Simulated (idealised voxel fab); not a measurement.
The process module presented herein is designated voxel air gaps.
220 nm wide, 5 nm square cells: that's cross-section cut.
Bands, listed from the top down, are how a cross-section gets written in this document; the cross-section itself is a grid of square cells, and a band is one or more rows of them.
Top height, bottom height, nm. Materials left to right, width each, nm. Single material + "throughout" = fills band edge to edge. "air" = empty.
For the purposes of this specification, 0 denotes the height below which the wafer in its as-received condition is composed wholly of one material, and the lowermost band, lacking a lower limit, extends downward without end, as expressed in "0 nm and below".
Width "30->40": first value at the band's top row of cells, second value at its bottom row, equal change from row to row.
You'll sometimes find "all unchanged" written for a step, and that's the way of saying that nowhere in the cross-section did a cell change during that step.
You'll see "Trapped voids" listing empty spaces that have no way open to the top, as long as they're 8 cells or more; the notation is width x height at distance, where the distance is from the left edge, and all of it is in nm.
Whatever follows a step's settings on its line is a remark the simulator itself makes about that step.
For masked steps, "overlay nm" on the step line gives how far right of plan the mask actually lay; a minus sign means it lay to the left.

# So here's the lineup of process steps we planned
| 1 | RECEIVE, material Si |
| 2 | CONFORMAL_DEP, material SiO2, thk nm 10 |
| 3 | CONFORMAL_DEP, material SiCN, thk nm 5 |
| 4 | DIRECTIONAL_DEP, material SiO2, thk nm 30 |
| 5 | PATTERN, tone open, mask id LINES, material resist, width nm 25, pitch nm 50, thk nm 15, overlay nm 0 |
| 6 | DIRECTIONAL_ETCH, etch materials SiO2, depth nm 30 |
| 7 | STRIP, etch materials resist |
| 8 | CONFORMAL_DEP, material TiN, thk nm 5 |
| 9 | FILL_DEP, material Ru, thk nm 5 |
| 10 | CMP, height nm 45 |
| 11 | EPI, material Ru, thk nm 10 |
| 12 | SELECTIVE_ETCH, etch materials SiO2, depth nm 40 |
| 13 | CONFORMAL_DEP, material SiCN, thk nm 5 |

# Here's what the wafer looked like in cross-section when it arrived - that's after step 1
    0 nm and below | Si throughout
    Trapped voids: none

# What the wafer looks like in cross-section after this module, when it starts as shown above and follows the plan above but one mistake is made in running it
    60 nm to 55 nm | air 10 nm / SiCN 45 nm / air 5 nm / SiCN 45 nm / air 5 nm / SiCN 45 nm / air 5 nm / SiCN 45 nm / air 15 nm
    55 nm to 45 nm | air 10 nm / SiCN 5 nm / Ru 35 nm / SiCN 5 nm / air 5 nm / SiCN 5 nm / Ru 35 nm / SiCN 5 nm / air 5 nm / SiCN 5 nm / Ru 35 nm / SiCN 5 nm / air 5 nm / SiCN 5 nm / Ru 35 nm / SiCN 5 nm / air 15 nm
    45 nm to 40 nm | air 10 nm / SiCN 15 nm / Ru 15 nm / SiCN 15 nm / air 5 nm / SiCN 15 nm / Ru 15 nm / SiCN 15 nm / air 5 nm / SiCN 15 nm / Ru 15 nm / SiCN 15 nm / air 5 nm / SiCN 15 nm / Ru 15 nm / SiCN 15 nm / air 15 nm
    40 nm to 20 nm | air 15 nm / SiCN 10 nm / Ru 15 nm / SiCN 10 nm / air 15 nm / SiCN 10 nm / Ru 15 nm / SiCN 10 nm / air 15 nm / SiCN 10 nm / Ru 15 nm / SiCN 10 nm / air 15 nm / SiCN 10 nm / Ru 15 nm / SiCN 10 nm / air 20 nm
    20 nm to 10 nm | SiCN throughout
    10 nm to 0 nm | SiO2 throughout
    0 nm and below | Si throughout
    Trapped voids: none
So what did we get wrong on this run? so step 8 ended up running with a different setting than we planned, it ran as CONFORMAL_DEP, material SiCN, thk nm 5
